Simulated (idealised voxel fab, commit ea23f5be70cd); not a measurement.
The process module that follows is named voxel tone inversion.
The cross-section on display is named cut; it measures 255 nm wide, and its cells are 5 nm squares.
Cross-section = grid of square cells, listed top down in bands; band = one or more rows. For a band, the entry starts with two heights in nm, that of the top and then that of the bottom, and carries on with the band's materials in order from left to right, each alongside its width in nm; the word "full width" beside a single material means it fills the band edge to edge, and "blank" means empty space. Heights from 0 (as-received wafer is one material below). Bottom band endless downward, as "0 -> down". Width "30..40": first value at the band's top row of cells, second value at its bottom row, equal change from row to row. Step note "identical to before" = no cross-section cell changed. The entry "Enclosed cavities" lists the empty spaces that cover at least 8 cells and have no open path to the top. Each is written as width x height at distance, where the distance is measured from the left edge and all three values are in nm. Text after the settings on a step's line: the simulator's own remark on that step. overlay nm: for a step with a mask, the amount by which the mask lay right of where it was planned; a negative amount means left of it.
## Intended process steps
- 1: RECEIVE,material Si
- 2: CONFORMAL_DEP,material SiN,thk nm 5
- 3: DIRECTIONAL_DEP,material polySi,thk nm 15
- 4: PATTERN,tone cover,mask id POSTS,material resist,width nm 25,pitch nm 40,thk nm 25,overlay nm 0
- 5: DIRECTIONAL_ETCH,etch materials polySi,depth nm 15
- 6: STRIP,etch materials resist
- 7: FILL_DEP,material lowk,thk nm 5
- 8: CMP,height nm 20
- 9: STRIP,etch materials polySi
- 10: CONFORMAL_DEP,material TiN,thk nm 5
- 11: FILL_DEP,material Cu,thk nm 10
- 12: CMP,height nm 20
- 13: CONFORMAL_DEP,material SiN,thk nm 5
## Wafer cross-section on receipt, i.e. after step 1
> 0 -> down: Si full width
> Enclosed cavities: none
## The following cross-section depicts the wafer upon conclusion of the module. Processing commenced from the starting condition illustrated above and adhered to the plan illustrated above, save for one mistake in execution
> 25 -> 20: SiN full width
> 20 -> 15: Cu full width
> 15 -> 10: TiN=100, then Cu=15, then TiN=25, then Cu=15, then TiN=100
> 10 -> 5: lowk=95, then TiN=25, then lowk=15, then TiN=25, then lowk=95
> 5 -> 0: SiN full width
> 0 -> down: Si full width
> Enclosed cavities: none
So what did we get wrong on this run? step 8 deviated from plan and actually ran as CMP,height nm 10
